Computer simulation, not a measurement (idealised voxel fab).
The process module presented herein is designated voxel transistor to metal.
Cross-section cut: width 150 nm, square cells of 5 nm.
A cross-section is written here as square cells arranged in a grid, and it is given in bands from the top down, each band taking up one or more rows of cells. Per band: top height and bottom height in nm, followed by the left-to-right materials and their widths in nm; "throughout" marks a single material spanning edge to edge, "blank" marks empty space. Where do heights start? At 0: under that level the wafer as delivered is made of one material only. And the lowest band has no floor; it just carries on downward, as in "top 0, no bottom". A width given as "30->40" starts at the first number in the band's top row and ends at the second number in its bottom row, shifting by an equal amount at every step from row to row. Any step labelled "no alteration" changed none of the cells in the cross-section. Empty spaces counting at least 8 cells and having no open way to the top are listed in "Sealed cavities". The notation width x height at distance is used for each, the distance being from the left edge and all three values in nm. On a step's line, text after the settings is the simulator commenting on that step. Each step line may optionally specify "overlay nm", which for a step with a mask gives the rightward distance between the mask's planned place and where it lay, a negative value indicating the leftward direction. For the reader: what remains of this document is a series of pairs, each showing a cross-section before one process step and a cross-section after that step which reaches down only to the lowest band that changed, with the step between them and its settings set out under the pair. It should not be assumed that a pair continues from the pair above it; the pairs can come from different runs of this module on the same starting wafer, and such continuity exists only where the entry headed "State before step" says so.
[State before step]
	top 35, bottom 30 = blank 35 nm / TiN 25 nm / blank 25 nm / TiN 25 nm / blank 40 nm
	top 30, bottom 25 = TiN 40 nm / HfO2 15 nm / TiN 5 nm / blank 25 nm / TiN 5 nm / HfO2 15 nm / TiN 45 nm
	top 25, bottom 20 = HfO2 45 nm / SiN 5 nm / HfO2 5 nm / TiN 5 nm / blank 25 nm / TiN 5 nm / HfO2 5 nm / SiN 5 nm / HfO2 50 nm
	top 20, bottom 0 = SiO2 45 nm / SiN 5 nm / HfO2 5 nm / TiN 5 nm / blank 25 nm / TiN 5 nm / HfO2 5 nm / SiN 5 nm / SiO2 50 nm
	top 0, bottom -5 = SiO2 45 nm / SiN 5 nm / HfO2 5 nm / TiN 35 nm / HfO2 5 nm / SiN 5 nm / SiO2 50 nm
	top -5, bottom -10 = SiO2 5 nm / SiN 5 nm / SiO2 30 nm / nSi 5 nm / SiO2 5 nm / HfO2 45 nm / SiO2 5 nm / nSi 5 nm / SiO2 30 nm / SiN 5 nm / SiO2 10 nm
	top -10, bottom -15 = SiO2 5 nm / SiN 5 nm / SiO2 10 nm / nSi 25 nm / Si 55 nm / nSi 25 nm / SiO2 10 nm / SiN 5 nm / SiO2 10 nm
	top -15, bottom -20 = SiO2 20 nm / Si 105 nm / SiO2 25 nm
	top -20, bottom -40 = SiO2 15 nm / Si 115 nm / SiO2 20 nm
	top -40, no bottom = Si throughout
	Sealed cavities: none
[State After Step]
	top 40, bottom 35 = W throughout
	top 35, bottom 30 = W 35 nm / TiN 25 nm / W 25 nm / TiN 25 nm / W 40 nm
	top 30, bottom 25 = TiN 40 nm / HfO2 15 nm / TiN 5 nm / W 25 nm / TiN 5 nm / HfO2 15 nm / TiN 45 nm
	top 25, bottom 20 = HfO2 45 nm / SiN 5 nm / HfO2 5 nm / TiN 5 nm / W 25 nm / TiN 5 nm / HfO2 5 nm / SiN 5 nm / HfO2 50 nm
	top 20, bottom 0 = SiO2 45 nm / SiN 5 nm / HfO2 5 nm / TiN 5 nm / W 25 nm / TiN 5 nm / HfO2 5 nm / SiN 5 nm / SiO2 50 nm
	Note: structure below 0 unchanged.
	Sealed cavities: none
As a process note, the step between the before and after cross-sections shown above is FILL_DEP with material W, thk nm 5
State before step: the state before this step is the cross-section shown after the step in the pair just above.
[State After Step]
	top 20, bottom 0 = SiO2 45 nm / SiN 5 nm / HfO2 5 nm / TiN 5 nm / W 25 nm / TiN 5 nm / HfO2 5 nm / SiN 5 nm / SiO2 50 nm
	Note: structure below 0 unchanged.
	Sealed cavities: none
As a process note, the step between the before and after cross-sections shown above is CMP with height nm 20
State before step: the state before this step is the cross-section shown after the step in the pair just above.
[State After Step]
	top 30, bottom 20 = SiO2 throughout
	Note: structure below 20 unchanged.
	Sealed cavities: none
As a process note, the step between the before and after cross-sections shown above is DIRECTIONAL_DEP with material SiO2, thk nm 10
State before step: the state before this step is the cross-section shown after the step in the pair just above.
[State After Step]
	top 30, bottom 20 = SiO2 20 nm / blank 15 nm / SiO2 75 nm / blank 15 nm / SiO2 25 nm
	top 20, bottom 0 = SiO2 20 nm / blank 15 nm / SiO2 10 nm / SiN 5 nm / HfO2 5 nm / TiN 5 nm / W 25 nm / TiN 5 nm / HfO2 5 nm / SiN 5 nm / SiO2 10 nm / blank 15 nm / SiO2 25 nm
	top 0, bottom -5 = SiO2 20 nm / blank 15 nm / SiO2 10 nm / SiN 5 nm / HfO2 5 nm / TiN 35 nm / HfO2 5 nm / SiN 5 nm / SiO2 10 nm / blank 15 nm / SiO2 25 nm
	top -5, bottom -10 = SiO2 5 nm / SiN 5 nm / SiO2 10 nm / blank 15 nm / SiO2 5 nm / nSi 5 nm / SiO2 5 nm / HfO2 45 nm / SiO2 5 nm / nSi 5 nm / SiO2 5 nm / blank 15 nm / SiO2 10 nm / SiN 5 nm / SiO2 10 nm
	Note: structure below -10 unchanged.
	Sealed cavities: none
As a process note, the step between the before and after cross-sections shown above is MASKED_ETCH with tone open, mask id CONTACT, width nm 15, pitch nm 90, etch materials SiO2, depth nm 40, overlay nm 0
State before step: the state before this step is the cross-section shown after the step in the pair just above.
[State After Step]
	top 35, bottom 30 = TiN 25 nm / blank 5 nm / TiN 85 nm / blank 5 nm / TiN 30 nm
	top 30, bottom 20 = SiO2 20 nm / TiN 5 nm / blank 5 nm / TiN 5 nm / SiO2 75 nm / TiN 5 nm / blank 5 nm / TiN 5 nm / SiO2 25 nm
	top 20, bottom 0 = SiO2 20 nm / TiN 5 nm / blank 5 nm / TiN 5 nm / SiO2 10 nm / SiN 5 nm / HfO2 5 nm / TiN 5 nm / W 25 nm / TiN 5 nm / HfO2 5 nm / SiN 5 nm / SiO2 10 nm / TiN 5 nm / blank 5 nm / TiN 5 nm / SiO2 25 nm
	top 0, bottom -5 = SiO2 20 nm / TiN 5 nm / blank 5 nm / TiN 5 nm / SiO2 10 nm / SiN 5 nm / HfO2 5 nm / TiN 35 nm / HfO2 5 nm / SiN 5 nm / SiO2 10 nm / TiN 5 nm / blank 5 nm / TiN 5 nm / SiO2 25 nm
	top -5, bottom -10 = SiO2 5 nm / SiN 5 nm / SiO2 10 nm / TiN 15 nm / SiO2 5 nm / nSi 5 nm / SiO2 5 nm / HfO2 45 nm / SiO2 5 nm / nSi 5 nm / SiO2 5 nm / TiN 15 nm / SiO2 10 nm / SiN 5 nm / SiO2 10 nm
	Note: structure below -10 unchanged.
	Sealed cavities: none
As a process note, the step between the before and after cross-sections shown above is CONFORMAL_DEP with material TiN, thk nm 5
State before step: the state before this step is the cross-section shown after the step in the pair just above.
[State After Step]
	top 45, bottom 35 = W throughout
	top 35, bottom 30 = TiN 25 nm / W 5 nm / TiN 85 nm / W 5 nm / TiN 30 nm
	top 30, bottom 20 = SiO2 20 nm / TiN 5 nm / W 5 nm / TiN 5 nm / SiO2 75 nm / TiN 5 nm / W 5 nm / TiN 5 nm / SiO2 25 nm
	top 20, bottom 0 = SiO2 20 nm / TiN 5 nm / W 5 nm / TiN 5 nm / SiO2 10 nm / SiN 5 nm / HfO2 5 nm / TiN 5 nm / W 25 nm / TiN 5 nm / HfO2 5 nm / SiN 5 nm / SiO2 10 nm / TiN 5 nm / W 5 nm / TiN 5 nm / SiO2 25 nm
	top 0, bottom -5 = SiO2 20 nm / TiN 5 nm / W 5 nm / TiN 5 nm / SiO2 10 nm / SiN 5 nm / HfO2 5 nm / TiN 35 nm / HfO2 5 nm / SiN 5 nm / SiO2 10 nm / TiN 5 nm / W 5 nm / TiN 5 nm / SiO2 25 nm
	Note: structure below -5 unchanged.
	Sealed cavities: none
As a process note, the step between the before and after cross-sections shown above is FILL_DEP with material W, thk nm 10
State before step: the state before this step is the cross-section shown after the step in the pair just above.
[State After Step]
	top 30, bottom 20 = SiO2 20 nm / TiN 5 nm / W 5 nm / TiN 5 nm / SiO2 75 nm / TiN 5 nm / W 5 nm / TiN 5 nm / SiO2 25 nm
	Note: structure below 20 unchanged.
	Sealed cavities: none
As a process note, the step between the before and after cross-sections shown above is CMP with height nm 30
State before step: the state before this step is the cross-section shown after the step in the pair just above.
[State After Step]
	top 35, bottom 30 = SiCN throughout
	Note: structure below 30 unchanged.
	Sealed cavities: none
As a process note, the step between the before and after cross-sections shown above is CONFORMAL_DEP with material SiCN, thk nm 5
State before step: the state before this step is the cross-section shown after the step in the pair just above.
[State After Step]
	top 50, bottom 35 = lowk throughout
	Note: structure below 35 unchanged.
	Sealed cavities: none
As a process note, the step between the before and after cross-sections shown above is DIRECTIONAL_DEP with material lowk, thk nm 15
State before step: the state before this step is the cross-section shown after the step in the pair just above.
[State After Step]
	top 65, bottom 50 = resist 20 nm / blank 15 nm / resist 75 nm / blank 15 nm / resist 25 nm
	Note: structure below 50 unchanged.
	Sealed cavities: none
As a process note, the step between the before and after cross-sections shown above is PATTERN with tone open, mask id METAL_1, material resist, width nm 15, pitch nm 90, thk nm 15, overlay nm 0
State before step: the state before this step is the cross-section shown after the step in the pair just above.
[State After Step]
	top 65, bottom 50 = resist 20 nm / blank 15 nm / resist 75 nm / blank 15 nm / resist 25 nm
	top 50, bottom 35 = lowk 20 nm / blank 15 nm / lowk 75 nm / blank 15 nm / lowk 25 nm
	Note: structure below 35 unchanged.
	Sealed cavities: none
As a process note, the step between the before and after cross-sections shown above is DIRECTIONAL_ETCH with etch materials lowk, depth nm 15
State before step: the state before this step is the cross-section shown after the step in the pair just above.
[State After Step]
	top 65, bottom 50 = resist 20 nm / blank 15 nm / resist 75 nm / blank 15 nm / resist 25 nm
	top 50, bottom 35 = lowk 20 nm / blank 15 nm / lowk 75 nm / blank 15 nm / lowk 25 nm
	top 35, bottom 30 = SiCN 20 nm / blank 15 nm / SiCN 75 nm / blank 15 nm / SiCN 25 nm
	Note: structure below 30 unchanged.
	Sealed cavities: none
As a process note, the step between the before and after cross-sections shown above is DIRECTIONAL_ETCH with etch materials SiCN, depth nm 5
State before step: the state before this step is the cross-section shown after the step in the pair just above.
[State After Step]
	top 50, bottom 35 = lowk 20 nm / blank 15 nm / lowk 75 nm / blank 15 nm / lowk 25 nm
	Note: structure below 35 unchanged.
	Sealed cavities: none
As a process note, the step between the before and after cross-sections shown above is STRIP with etch materials resist
State before step: the state before this step is the cross-section shown after the step in the pair just above.
[State After Step]
	top 55, bottom 50 = TiN 25 nm / blank 5 nm / TiN 85 nm / blank 5 nm / TiN 30 nm
	top 50, bottom 35 = lowk 20 nm / TiN 5 nm / blank 5 nm / TiN 5 nm / lowk 75 nm / TiN 5 nm / blank 5 nm / TiN 5 nm / lowk 25 nm
	top 35, bottom 30 = SiCN 20 nm / TiN 15 nm / SiCN 75 nm / TiN 15 nm / SiCN 25 nm
	Note: structure below 30 unchanged.
	Sealed cavities: none
As a process note, the step between the before and after cross-sections shown above is CONFORMAL_DEP with material TiN, thk nm 5
State before step: the state before this step is the cross-section shown after the step in the pair just above.
[State After Step]
	top 60, bottom 55 = W throughout
	top 55, bottom 50 = TiN 25 nm / W 5 nm / TiN 85 nm / W 5 nm / TiN 30 nm
	top 50, bottom 35 = lowk 20 nm / TiN 5 nm / W 5 nm / TiN 5 nm / lowk 75 nm / TiN 5 nm / W 5 nm / TiN 5 nm / lowk 25 nm
	Note: structure below 35 unchanged.
	Sealed cavities: none
As a process note, the step between the before and after cross-sections shown above is FILL_DEP with material W, thk nm 5
State before step: the state before this step is the cross-section shown after the step in the pair just above.
[State After Step]
	top 50, bottom 35 = lowk 20 nm / TiN 5 nm / W 5 nm / TiN 5 nm / lowk 75 nm / TiN 5 nm / W 5 nm / TiN 5 nm / lowk 25 nm
	Note: structure below 35 unchanged.
	Sealed cavities: none
As a process note, the step between the before and after cross-sections shown above is CMP with height nm 50
State before step: the state before this step is the cross-section shown after the step in the pair just above.
[State After Step]
	top 55, bottom 50 = blank 15 nm / Ru 25 nm / blank 65 nm / Ru 25 nm / blank 20 nm
	Note: structure below 50 unchanged.
	Sealed cavities: none
As a process note, the step between the before and after cross-sections shown above is EPI with material Ru, thk nm 5
State before step: the state before this step is the cross-section shown after the step in the pair just above.
[State After Step]
	top 60, bottom 55 = SiCN throughout
	top 55, bottom 50 = SiCN 15 nm / Ru 25 nm / SiCN 65 nm / Ru 25 nm / SiCN 20 nm
	Note: structure below 50 unchanged.
	Sealed cavities: none
As a process note, the step between the before and after cross-sections shown above is FILL_DEP with material SiCN, thk nm 5
State before step: the state before this step is the cross-section shown after the step in the pair just above.
[State After Step]
	top 90, bottom 60 = SiO2 throughout
	Note: structure below 60 unchanged.
	Sealed cavities: none
As a process note, the step between the before and after cross-sections shown above is DIRECTIONAL_DEP with material SiO2, thk nm 30
State before step: the state before this step is the cross-section shown after the step in the pair just above.
[State After Step]
	top 105, bottom 90 = aC throughout
	Note: structure below 90 unchanged.
	Sealed cavities: none
As a process note, the step between the before and after cross-sections shown above is DIRECTIONAL_DEP with material aC, thk nm 15
State before step: the state before this step is the cross-section shown after the step in the pair just above.
[State After Step]
	top 140, bottom 105 = resist 20 nm / blank 15 nm / resist 75 nm / blank 15 nm / resist 25 nm
	Note: structure below 105 unchanged.
	Sealed cavities: none
As a process note, the step between the before and after cross-sections shown above is PATTERN with tone open, mask id METAL_2, material resist, width nm 15, pitch nm 90, thk nm 35, overlay nm 0
State before step: the state before this step is the cross-section shown after the step in the pair just above.
[State After Step]
	top 125, bottom 105 = resist 20 nm / blank 15 nm / resist 75 nm / blank 15 nm / resist 25 nm
	top 105, bottom 90 = aC 20 nm / blank 15 nm / aC 75 nm / blank 15 nm / aC 25 nm
	Note: structure below 90 unchanged.
	Sealed cavities: none
As a process note, the step between the before and after cross-sections shown above is DIRECTIONAL_ETCH with etch materials aC, depth nm 15
State before step: the state before this step is the cross-section shown after the step in the pair just above.
[State After Step]
	top 105, bottom 90 = aC 20 nm / blank 15 nm / aC 75 nm / blank 15 nm / aC 25 nm
	Note: structure below 90 unchanged.
	Sealed cavities: none
As a process note, the step between the before and after cross-sections shown above is STRIP with etch materials resist
State before step: the state before this step is the cross-section shown after the step in the pair just above.
[State After Step]
	top 105, bottom 90 = aC 20 nm / blank 15 nm / aC 75 nm / blank 15 nm / aC 25 nm
	top 90, bottom 75 = SiO2 20 nm / blank 15 nm / SiO2 75 nm / blank 15 nm / SiO2 25 nm
	Note: structure below 75 unchanged.
	Sealed cavities: none
As a process note, the step between the before and after cross-sections shown above is DIRECTIONAL_ETCH with etch materials SiO2, depth nm 15
State before step: the state before this step is the cross-section shown after the step in the pair just above.
[State After Step]
	top 90, bottom 75 = SiO2 20 nm / blank 15 nm / SiO2 75 nm / blank 15 nm / SiO2 25 nm
	Note: structure below 75 unchanged.
	Sealed cavities: none
As a process note, the step between the before and after cross-sections shown above is STRIP with etch materials aC
State before step: the state before this step is the cross-section shown after the step in the pair just above.
[State After Step]
	top 90, bottom 60 = SiO2 20 nm / blank 15 nm / SiO2 75 nm / blank 15 nm / SiO2 25 nm
	Note: structure below 60 unchanged.
	Sealed cavities: none
As a process note, the step between the before and after cross-sections shown above is MASKED_ETCH with tone open, mask id METAL_2_HOLES, width nm 15, pitch nm 90, etch materials SiO2, depth nm 15, overlay nm 0
State before step: the state before this step is the cross-section shown after the step in the pair just above.
[State After Step]
	top 90, bottom 60 = SiO2 20 nm / blank 15 nm / SiO2 75 nm / blank 15 nm / SiO2 25 nm
	top 60, bottom 55 = SiCN 20 nm / blank 15 nm / SiCN 75 nm / blank 15 nm / SiCN 25 nm
	Note: structure below 55 unchanged.
	Sealed cavities: none
As a process note, the step between the before and after cross-sections shown above is MASKED_ETCH with tone open, mask id METAL_2_HOLES, width nm 15, pitch nm 90, etch materials SiCN, depth nm 5, overlay nm 0
State before step: the state before this step is the cross-section shown after the step in the pair just above.
[State After Step]
	top 95, bottom 90 = TiN 25 nm / blank 5 nm / TiN 85 nm / blank 5 nm / TiN 30 nm
	top 90, bottom 60 = SiO2 20 nm / TiN 5 nm / blank 5 nm / TiN 5 nm / SiO2 75 nm / TiN 5 nm / blank 5 nm / TiN 5 nm / SiO2 25 nm
	top 60, bottom 55 = SiCN 20 nm / TiN 15 nm / SiCN 75 nm / TiN 15 nm / SiCN 25 nm
	Note: structure below 55 unchanged.
	Sealed cavities: none
As a process note, the step between the before and after cross-sections shown above is CONFORMAL_DEP with material TiN, thk nm 5
State before step: the state before this step is the cross-section shown after the step in the pair just above.
[State After Step]
	top 105, bottom 95 = Cu throughout
	top 95, bottom 90 = TiN 25 nm / Cu 5 nm / TiN 85 nm / Cu 5 nm / TiN 30 nm
	top 90, bottom 60 = SiO2 20 nm / TiN 5 nm / Cu 5 nm / TiN 5 nm / SiO2 75 nm / TiN 5 nm / Cu 5 nm / TiN 5 nm / SiO2 25 nm
	Note: structure below 60 unchanged.
	Sealed cavities: none
As a process note, the step between the before and after cross-sections shown above is FILL_DEP with material Cu, thk nm 10
State before step: the state before this step is the cross-section shown after the step in the pair just above.
[State After Step]
	top 90, bottom 60 = SiO2 20 nm / TiN 5 nm / Cu 5 nm / TiN 5 nm / SiO2 75 nm / TiN 5 nm / Cu 5 nm / TiN 5 nm / SiO2 25 nm
	Note: structure below 60 unchanged.
	Sealed cavities: none
As a process note, the step between the before and after cross-sections shown above is CMP with height nm 90
State before step: the state before this step is the cross-section shown after the step in the pair just above.
[State After Step]
	top 95, bottom 90 = SiCN throughout
	Note: structure below 90 unchanged.
	Sealed cavities: none
As a process note, the step between the before and after cross-sections shown above is CONFORMAL_DEP with material SiCN, thk nm 5
[State before step]
	top 50, bottom 35 = lowk throughout
	top 35, bottom 30 = SiCN throughout
	top 30, bottom 20 = SiO2 20 nm / TiN 5 nm / W 5 nm / TiN 5 nm / SiO2 75 nm / TiN 5 nm / W 5 nm / TiN 5 nm / SiO2 25 nm
	top 20, bottom 5 = SiO2 20 nm / TiN 5 nm / W 5 nm / TiN 5 nm / SiO2 10 nm / SiN 5 nm / HfO2 5 nm / TiN 5 nm / W 25 nm / TiN 5 nm / HfO2 5 nm / SiN 5 nm / SiO2 10 nm / TiN 5 nm / W 5 nm / TiN 5 nm / SiO2 25 nm
	top 5, bottom 0 = SiO2 15 nm / SiN 5 nm / TiN 5 nm / W 5 nm / TiN 5 nm / SiO2 10 nm / SiN 5 nm / HfO2 5 nm / TiN 5 nm / W 25 nm / TiN 5 nm / HfO2 5 nm / SiN 5 nm / SiO2 10 nm / TiN 5 nm / W 5 nm / TiN 5 nm / SiN 5 nm / SiO2 20 nm
	top 0, bottom -5 = SiO2 15 nm / SiN 5 nm / TiN 15 nm / SiO2 10 nm / SiN 5 nm / HfO2 5 nm / TiN 35 nm / HfO2 5 nm / SiN 5 nm / SiO2 10 nm / TiN 15 nm / SiN 5 nm / SiO2 20 nm
	top -5, bottom -10 = SiO2 20 nm / nSi 5 nm / TiN 10 nm / SiO2 5 nm / nSi 5 nm / SiO2 5 nm / HfO2 45 nm / SiO2 5 nm / nSi 5 nm / SiO2 5 nm / TiN 10 nm / nSi 5 nm / SiO2 25 nm
	top -10, bottom -15 = SiO2 15 nm / Si 5 nm / nSi 25 nm / Si 55 nm / nSi 25 nm / Si 5 nm / SiO2 20 nm
	top -15, bottom -40 = SiO2 15 nm / Si 115 nm / SiO2 20 nm
	top -40, no bottom = Si throughout
	Sealed cavities: none
[State After Step]
	top 65, bottom 50 = resist 20 nm / blank 20 nm / resist 70 nm / blank 20 nm / resist 20 nm
	Note: structure below 50 unchanged.
	Sealed cavities: none
As a process note, the step between the before and after cross-sections shown above is PATTERN with tone open, mask id METAL_1, material resist, width nm 20, pitch nm 90, thk nm 15, overlay nm 0
State before step: the state before this step is the cross-section shown after the step in the pair just above.
[State After Step]
	top 65, bottom 50 = resist 20 nm / blank 20 nm / resist 70 nm / blank 20 nm / resist 20 nm
	top 50, bottom 35 = lowk 20 nm / blank 20 nm / lowk 70 nm / blank 20 nm / lowk 20 nm
	Note: structure below 35 unchanged.
	Sealed cavities: none
As a process note, the step between the before and after cross-sections shown above is DIRECTIONAL_ETCH with etch materials lowk, depth nm 15
State before step: the state before this step is the cross-section shown after the step in the pair just above.
[State After Step]
	top 65, bottom 50 = resist 20 nm / blank 20 nm / resist 70 nm / blank 20 nm / resist 20 nm
	top 50, bottom 35 = lowk 20 nm / blank 20 nm / lowk 70 nm / blank 20 nm / lowk 20 nm
	top 35, bottom 30 = SiCN 20 nm / blank 20 nm / SiCN 70 nm / blank 20 nm / SiCN 20 nm
	Note: structure below 30 unchanged.
	Sealed cavities: none
As a process note, the step between the before and after cross-sections shown above is DIRECTIONAL_ETCH with etch materials SiCN, depth nm 5
State before step: the state before this step is the cross-section shown after the step in the pair just above.
[State After Step]
	top 50, bottom 35 = lowk 20 nm / blank 20 nm / lowk 70 nm / blank 20 nm / lowk 20 nm
	Note: structure below 35 unchanged.
	Sealed cavities: none
As a process note, the step between the before and after cross-sections shown above is STRIP with etch materials resist
State before step: the state before this step is the cross-section shown after the step in the pair just above.
[State After Step]
	top 55, bottom 50 = TiN 25 nm / blank 10 nm / TiN 80 nm / blank 10 nm / TiN 25 nm
	top 50, bottom 35 = lowk 20 nm / TiN 5 nm / blank 10 nm / TiN 5 nm / lowk 70 nm / TiN 5 nm / blank 10 nm / TiN 5 nm / lowk 20 nm
	top 35, bottom 30 = SiCN 20 nm / TiN 20 nm / SiCN 70 nm / TiN 20 nm / SiCN 20 nm
	Note: structure below 30 unchanged.
	Sealed cavities: none
As a process note, the step between the before and after cross-sections shown above is CONFORMAL_DEP with material TiN, thk nm 5
State before step: the state before this step is the cross-section shown after the step in the pair just above.
[State After Step]
	top 60, bottom 55 = W throughout
	top 55, bottom 50 = TiN 25 nm / W 10 nm / TiN 80 nm / W 10 nm / TiN 25 nm
	top 50, bottom 35 = lowk 20 nm / TiN 5 nm / W 10 nm / TiN 5 nm / lowk 70 nm / TiN 5 nm / W 10 nm / TiN 5 nm / lowk 20 nm
	Note: structure below 35 unchanged.
	Sealed cavities: none
As a process note, the step between the before and after cross-sections shown above is FILL_DEP with material W, thk nm 5
State before step: the state before this step is the cross-section shown after the step in the pair just above.
[State After Step]
	top 50, bottom 35 = lowk 20 nm / TiN 5 nm / W 10 nm / TiN 5 nm / lowk 70 nm / TiN 5 nm / W 10 nm / TiN 5 nm / lowk 20 nm
	Note: structure below 35 unchanged.
	Sealed cavities: none
As a process note, the step between the before and after cross-sections shown above is CMP with height nm 50
State before step: the state before this step is the cross-section shown after the step in the pair just above.
[State After Step]
	top 55, bottom 50 = blank 15 nm / Ru 30 nm / blank 60 nm / Ru 30 nm / blank 15 nm
	Note: structure below 50 unchanged.
	Sealed cavities: none
As a process note, the step between the before and after cross-sections shown above is EPI with material Ru, thk nm 5
State before step: the state before this step is the cross-section shown after the step in the pair just above.
[State After Step]
	top 60, bottom 55 = SiCN throughout
	top 55, bottom 50 = SiCN 15 nm / Ru 30 nm / SiCN 60 nm / Ru 30 nm / SiCN 15 nm
	Note: structure below 50 unchanged.
	Sealed cavities: none
As a process note, the step between the before and after cross-sections shown above is FILL_DEP with material SiCN, thk nm 5
State before step: the state before this step is the cross-section shown after the step in the pair just above.
[State After Step]
	top 90, bottom 60 = SiO2 throughout
	Note: structure below 60 unchanged.
	Sealed cavities: none
As a process note, the step between the before and after cross-sections shown above is DIRECTIONAL_DEP with material SiO2, thk nm 30
State before step: the state before this step is the cross-section shown after the step in the pair just above.
[State After Step]
	top 105, bottom 90 = aC throughout
	Note: structure below 90 unchanged.
	Sealed cavities: none
As a process note, the step between the before and after cross-sections shown above is DIRECTIONAL_DEP with material aC, thk nm 15
State before step: the state before this step is the cross-section shown after the step in the pair just above.
[State After Step]
	top 140, bottom 105 = resist 20 nm / blank 15 nm / resist 75 nm / blank 15 nm / resist 25 nm
	Note: structure below 105 unchanged.
	Sealed cavities: none
As a process note, the step between the before and after cross-sections shown above is PATTERN with tone open, mask id METAL_2, material resist, width nm 15, pitch nm 90, thk nm 35, overlay nm 0
State before step: the state before this step is the cross-section shown after the step in the pair just above.
[State After Step]
	top 125, bottom 105 = resist 20 nm / blank 15 nm / resist 75 nm / blank 15 nm / resist 25 nm
	top 105, bottom 90 = aC 20 nm / blank 15 nm / aC 75 nm / blank 15 nm / aC 25 nm
	Note: structure below 90 unchanged.
	Sealed cavities: none
As a process note, the step between the before and after cross-sections shown above is DIRECTIONAL_ETCH with etch materials aC, depth nm 15
State before step: the state before this step is the cross-section shown after the step in the pair just above.
[State After Step]
	top 105, bottom 90 = aC 20 nm / blank 15 nm / aC 75 nm / blank 15 nm / aC 25 nm
	Note: structure below 90 unchanged.
	Sealed cavities: none
As a process note, the step between the before and after cross-sections shown above is STRIP with etch materials resist
State before step: the state before this step is the cross-section shown after the step in the pair just above.
[State After Step]
	top 105, bottom 90 = aC 20 nm / blank 15 nm / aC 75 nm / blank 15 nm / aC 25 nm
	top 90, bottom 75 = SiO2 20 nm / blank 15 nm / SiO2 75 nm / blank 15 nm / SiO2 25 nm
	Note: structure below 75 unchanged.
	Sealed cavities: none
As a process note, the step between the before and after cross-sections shown above is DIRECTIONAL_ETCH with etch materials SiO2, depth nm 15
State before step: the state before this step is the cross-section shown after the step in the pair just above.
[State After Step]
	top 90, bottom 75 = SiO2 20 nm / blank 15 nm / SiO2 75 nm / blank 15 nm / SiO2 25 nm
	Note: structure below 75 unchanged.
	Sealed cavities: none
As a process note, the step between the before and after cross-sections shown above is STRIP with etch materials aC
State before step: the state before this step is the cross-section shown after the step in the pair just above.
[State After Step]
	top 90, bottom 60 = SiO2 20 nm / blank 15 nm / SiO2 75 nm / blank 15 nm / SiO2 25 nm
	Note: structure below 60 unchanged.
	Sealed cavities: none
As a process note, the step between the before and after cross-sections shown above is MASKED_ETCH with tone open, mask id METAL_2_HOLES, width nm 15, pitch nm 90, etch materials SiO2, depth nm 15, overlay nm 0
State before step: the state before this step is the cross-section shown after the step in the pair just above.
[State After Step]
	top 90, bottom 60 = SiO2 20 nm / blank 15 nm / SiO2 75 nm / blank 15 nm / SiO2 25 nm
	top 60, bottom 55 = SiCN 20 nm / blank 15 nm / SiCN 75 nm / blank 15 nm / SiCN 25 nm
	Note: structure below 55 unchanged.
	Sealed cavities: none
As a process note, the step between the before and after cross-sections shown above is MASKED_ETCH with tone open, mask id METAL_2_HOLES, width nm 15, pitch nm 90, etch materials SiCN, depth nm 5, overlay nm 0
State before step: the state before this step is the cross-section shown after the step in the pair just above.
[State After Step]
	top 95, bottom 90 = TiN 25 nm / blank 5 nm / TiN 85 nm / blank 5 nm / TiN 30 nm
	top 90, bottom 60 = SiO2 20 nm / TiN 5 nm / blank 5 nm / TiN 5 nm / SiO2 75 nm / TiN 5 nm / blank 5 nm / TiN 5 nm / SiO2 25 nm
	top 60, bottom 55 = SiCN 20 nm / TiN 15 nm / SiCN 75 nm / TiN 15 nm / SiCN 25 nm
	Note: structure below 55 unchanged.
	Sealed cavities: none
As a process note, the step between the before and after cross-sections shown above is CONFORMAL_DEP with material TiN, thk nm 5
State before step: the state before this step is the cross-section shown after the step in the pair just above.
[State After Step]
	top 105, bottom 95 = Cu throughout
	top 95, bottom 90 = TiN 25 nm / Cu 5 nm / TiN 85 nm / Cu 5 nm / TiN 30 nm
	top 90, bottom 60 = SiO2 20 nm / TiN 5 nm / Cu 5 nm / TiN 5 nm / SiO2 75 nm / TiN 5 nm / Cu 5 nm / TiN 5 nm / SiO2 25 nm
	Note: structure below 60 unchanged.
	Sealed cavities: none
As a process note, the step between the before and after cross-sections shown above is FILL_DEP with material Cu, thk nm 10
State before step: the state before this step is the cross-section shown after the step in the pair just above.
[State After Step]
	top 90, bottom 60 = SiO2 20 nm / TiN 5 nm / Cu 5 nm / TiN 5 nm / SiO2 75 nm / TiN 5 nm / Cu 5 nm / TiN 5 nm / SiO2 25 nm
	Note: structure below 60 unchanged.
	Sealed cavities: none
As a process note, the step between the before and after cross-sections shown above is CMP with height nm 90
State before step: the state before this step is the cross-section shown after the step in the pair just above.
[State After Step]
	top 95, bottom 90 = SiCN throughout
	Note: structure below 90 unchanged.
	Sealed cavities: none
As a process note, the step between the before and after cross-sections shown above is CONFORMAL_DEP with material SiCN, thk nm 5
